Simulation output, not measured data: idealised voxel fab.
process module | voxel ribs on slabs
cross-section cut | 275 nm wide | cells 5 nm
A cross-section is a grid of square cells, given in bands from the top down. A band is one or more rows of cells.
Each band's line starts with the height of the band's top and of its bottom, in nm. Then come its materials from left to right, each with its width in nm. One material with "throughout" fills the band from edge to edge. "air" is empty space.
Height 0 is the level under which the wafer as received is all one material. The lowest band goes on downwards, as in "0 down".
A width such as "30 to 40" changes by the same amount from each row of cells to the next, from the band's top row to its bottom row.
"no change" after a step means that no cell of the cross-section changed.
closed voids: empty space of 8 cells or more with no open way to the top, each as width x height at its distance from the left edge, in nm
after a step's settings: what the simulator itself notes on the step
overlay nm, on a step with a mask: how far to the right of its planned place the mask lay; to the left if negative
plan
1 op RECEIVE | material Si
2 op DIRECTIONAL_DEP | material SiO2 | thk nm 30
3 op DIRECTIONAL_DEP | material SiN | thk nm 25
4 op PATTERN | tone cover | mask id RIB | material resist | width nm 30 | thk nm 20 | overlay nm 0
5 op DIRECTIONAL_ETCH | etch materials SiN | depth nm 10
6 op STRIP | etch materials resist
7 op DIRECTIONAL_DEP | material aC | thk nm 10
8 op PATTERN | tone cover | mask id SLAB | material resist | width nm 60 | thk nm 30 | overlay nm 0
9 op DIRECTIONAL_ETCH | etch materials aC | depth nm 10
10 op STRIP | etch materials resist
11 op DIRECTIONAL_ETCH | etch materials SiN | depth nm 15
12 op STRIP | etch materials aC
13 op FILL_DEP | material SiO2 | thk nm 20
14 op CMP | height nm 70
15 op DIRECTIONAL_DEP | material TiN | thk nm 10
16 op DIRECTIONAL_DEP | material aC | thk nm 15
17 op PATTERN | tone cover | mask id HEATER | material resist | width nm 40 | thk nm 35 | overlay nm 0
18 op DIRECTIONAL_ETCH | etch materials aC | depth nm 15
19 op STRIP | etch materials resist
20 op DIRECTIONAL_ETCH | etch materials TiN | depth nm 10
21 op STRIP | etch materials aC
22 op CONFORMAL_DEP | material SiO2 | thk nm 5
as received, after step 1
  0 down: Si throughout
  closed voids: none
first wafer at the end, as planned
  85 to 80: air 110 | SiO2 50 | air 115
  80 to 75: air 110 | SiO2 5 | TiN 40 | SiO2 5 | air 115
  75 to 70: SiO2 115 | TiN 40 | SiO2 120
  70 to 55: SiO2 throughout
  55 to 45: SiO2 120 | SiN 30 | SiO2 125
  45 to 30: SiO2 105 | SiN 60 | SiO2 110
  30 to 0: SiO2 throughout
  0 down: Si throughout
  closed voids: none
second wafer at the end: like start, like plan, one mistake
  85 to 80: air 115 | SiO2 45 | air 115
  80 to 75: air 115 | SiO2 5 | TiN 35 | SiO2 5 | air 115
  75 to 70: SiO2 120 | TiN 35 | SiO2 120
  70 to 55: SiO2 throughout
  55 to 45: SiO2 120 | SiN 30 | SiO2 125
  45 to 30: SiO2 105 | SiN 60 | SiO2 110
  30 to 0: SiO2 throughout
  0 down: Si throughout
  closed voids: none
what went wrong: step 17 ran as: op PATTERN | tone cover | mask id HEATER | material resist | width nm 35 | thk nm 35 | overlay nm 0
at the end the second wafer has, in cells: 2 fewer of TiN
